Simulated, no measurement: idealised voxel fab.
Proc. module: voxel transistor to metal
Pictured: cross-section cut, 210 nm wide, on a grid of 5 nm square cells.
Each cross-section below is a grid of square cells, stated as bands in top-down order, with one or more rows of cells making up each band.
Top height, bottom height, nm. Materials left to right, width each, nm. Single material + "everywhere" = fills band edge to edge. "air" = empty.
Counting heights begins at 0, where everything beneath is, in the wafer as received, one material. The lowest band has no bottom; it goes on downwards, as "0 nm and below" shows.
The two numbers in a width such as "30..40" mark its ends across the band: the first belongs to the top row of cells, the second to the bottom row, and from each row to the next the width moves by the same amount.
Where a step carries "remained the same", the cross-section came out of it unchanged, cell for cell.
"Enclosed voids" contains a list of empty spaces, each no smaller than 8 cells and without an open way to the top, written in the form width x height at distance with the distance from the left edge and all three in nm.
Anything after a step's settings on that line? It's the simulator's own note about the step.
Each step line may optionally specify "overlay nm", which for a step with a mask gives the rightward distance between the mask's planned place and where it lay, a negative value indicating the leftward direction.
**Intended process steps**
- 1: RECEIVE: material Si
- 2: CONFORMAL_DEP: material SiO2, thk nm 5
- 3: CONFORMAL_DEP: material SiN, thk nm 15
- 4: DIRECTIONAL_DEP: material aC, thk nm 10
- 5: PATTERN: tone cover, mask id ACTIVE, material resist, width nm 115, thk nm 25, overlay nm 0
- 6: DIRECTIONAL_ETCH: etch materials aC, depth nm 10
- 7: STRIP: etch materials resist
- 8: DIRECTIONAL_ETCH: etch materials SiN, depth nm 15
- 9: DIRECTIONAL_ETCH: etch materials SiO2, depth nm 5
- 10: DIRECTIONAL_ETCH: etch materials Si, depth nm 20
- 11: STRIP: etch materials aC
- 12: OXIDIZE: depth nm 5
- 13: FILL_DEP: material SiO2, thk nm 15
- 14: CMP: height nm 20
- 15: SELECTIVE_ETCH: etch materials SiO2, depth nm 15
- 16: STRIP: etch materials SiN
- 17: SELECTIVE_ETCH: etch materials SiO2, depth nm 5
- 18: OXIDIZE: depth nm 5
- 19: DIRECTIONAL_DEP: material polySi, thk nm 30
- 20: DIRECTIONAL_DEP: material SiCN, thk nm 10
- 21: PATTERN: tone cover, mask id GATE, material resist, width nm 25, thk nm 20, overlay nm 0
- 22: DIRECTIONAL_ETCH: etch materials SiCN, depth nm 20
- 23: DIRECTIONAL_ETCH: etch materials polySi, depth nm 40
- 24: STRIP: etch materials resist
- 25: CONFORMAL_DEP: material SiO2, thk nm 5
- 26: DIRECTIONAL_ETCH: etch materials SiO2, depth nm 5
- 27: CONFORMAL_DEP: material SiN, thk nm 5
- 28: DIRECTIONAL_ETCH: etch materials SiN, depth nm 5
- 29: DIRECTIONAL_ETCH: etch materials SiO2, depth nm 5
- 30: EPI: material SiGe, thk nm 5
- 31: FILL_DEP: material SiO2, thk nm 10
- 32: CMP: height nm 40
- 33: DIRECTIONAL_DEP: material SiO2, thk nm 10
- 34: MASKED_ETCH: tone open, mask id CONTACT, width nm 30, pitch nm 65, etch materials SiO2, depth nm 50, overlay nm 0
- 35: CONFORMAL_DEP: material TiN, thk nm 5
- 36: FILL_DEP: material W, thk nm 10
- 37: CMP: height nm 50
- 38: CONFORMAL_DEP: material SiN, thk nm 5
- 39: DIRECTIONAL_DEP: material SiO2, thk nm 20
- 40: MASKED_ETCH: tone open, mask id METAL_1, width nm 15, pitch nm 80, etch materials SiO2, depth nm 20, overlay nm 0
- 41: MASKED_ETCH: tone open, mask id METAL_1, width nm 15, pitch nm 80, etch materials SiN, depth nm 5, overlay nm 0
- 42: CONFORMAL_DEP: material TiN, thk nm 5
- 43: FILL_DEP: material W, thk nm 10
- 44: CMP: height nm 75
- 45: EPI: material Ru, thk nm 5
- 46: FILL_DEP: material SiCN, thk nm 5
**This is the cross-section of the wafer as we received it, i.e. after step 1**
	0 nm and below: Si everywhere
	Enclosed voids: none
**Cross-sectional view of the first of the two wafers upon completion of the module, processed in accordance with the plan**
	85 nm to 80 nm: SiCN everywhere
	80 nm to 75 nm: SiCN 50 nm  Ru 25 nm  SiCN 55 nm  Ru 25 nm  SiCN 55 nm
	75 nm to 55 nm: SiO2 55 nm  TiN 5 nm  W 5 nm  TiN 5 nm  SiO2 65 nm  TiN 5 nm  W 5 nm  TiN 5 nm  SiO2 60 nm
	55 nm to 50 nm: SiN 55 nm  TiN 15 nm  SiN 65 nm  TiN 15 nm  SiN 60 nm
	50 nm to 40 nm: SiO2 55 nm  TiN 5 nm  W 20..15 nm  TiN 5..10 nm  SiO2 35 nm  TiN 5..10 nm  W 20..15 nm  TiN 5 nm  SiO2 60 nm
	40 nm to 30 nm: SiO2 55 nm  TiN 5 nm  W 15 nm  TiN 5 nm  SiN 5 nm  SiO2 5 nm  SiCN 25 nm  SiO2 5 nm  SiN 5 nm  TiN 5 nm  W 15 nm  TiN 5 nm  SiO2 60 nm
	30 nm to 5 nm: SiO2 55 nm  TiN 5 nm  W 15 nm  TiN 5 nm  SiN 5 nm  SiO2 5 nm  polySi 25 nm  SiO2 5 nm  SiN 5 nm  TiN 5 nm  W 15 nm  TiN 5 nm  SiO2 60 nm
	5 nm to 0 nm: SiO2 55 nm  TiN 25 nm  SiN 5 nm  SiO2 5 nm  polySi 25 nm  SiO2 5 nm  SiN 5 nm  TiN 25 nm  SiO2 60 nm
	0 nm to -5 nm: SiO2 45 nm  SiGe 35 nm  SiO2 45 nm  SiGe 35 nm  SiO2 50 nm
	-5 nm to -25 nm: SiO2 50 nm  Si 105 nm  SiO2 55 nm
	-25 nm and below: Si everywhere
	Enclosed voids: none
**Wafer two (of two), end-of-module cross-section: start = wafer one, plan = wafer one, one run mistake**
	85 nm to 80 nm: SiCN everywhere
	80 nm to 75 nm: SiCN 45 nm  Ru 25 nm  SiCN 55 nm  Ru 25 nm  SiCN 60 nm
	75 nm to 60 nm: SiO2 50 nm  TiN 5 nm  W 5 nm  TiN 5 nm  SiO2 65 nm  TiN 5 nm  W 5 nm  TiN 5 nm  SiO2 65 nm
	60 nm to 55 nm: SiO2 50 nm  TiN 15 nm  SiO2 65 nm  TiN 15 nm  SiO2 65 nm
	55 nm to 50 nm: SiN 55 nm  TiN 10 nm  SiN 70 nm  TiN 10 nm  SiN 65 nm
	50 nm to 40 nm: SiO2 55 nm  TiN 5 nm  W 20..15 nm  TiN 5..10 nm  SiO2 35 nm  TiN 5..10 nm  W 20..15 nm  TiN 5 nm  SiO2 60 nm
	40 nm to 30 nm: SiO2 55 nm  TiN 5 nm  W 15 nm  TiN 5 nm  SiN 5 nm  SiO2 5 nm  SiCN 25 nm  SiO2 5 nm  SiN 5 nm  TiN 5 nm  W 15 nm  TiN 5 nm  SiO2 60 nm
	30 nm to 5 nm: SiO2 55 nm  TiN 5 nm  W 15 nm  TiN 5 nm  SiN 5 nm  SiO2 5 nm  polySi 25 nm  SiO2 5 nm  SiN 5 nm  TiN 5 nm  W 15 nm  TiN 5 nm  SiO2 60 nm
	5 nm to 0 nm: SiO2 55 nm  TiN 25 nm  SiN 5 nm  SiO2 5 nm  polySi 25 nm  SiO2 5 nm  SiN 5 nm  TiN 25 nm  SiO2 60 nm
	0 nm to -5 nm: SiO2 45 nm  SiGe 35 nm  SiO2 45 nm  SiGe 35 nm  SiO2 50 nm
	-5 nm to -25 nm: SiO2 50 nm  Si 105 nm  SiO2 55 nm
	-25 nm and below: Si everywhere
	Enclosed voids: none
Against the plan, the run slipped here: step 40 did not happen as planned, as run it was MASKED_ETCH: tone open, mask id METAL_1, width nm 15, pitch nm 80, etch materials SiO2, depth nm 20, overlay nm -5
Bottom line after processing is that, in cells, the second wafer is up or down on some materials versus the first: SiN: 2 more; W: 2 fewer
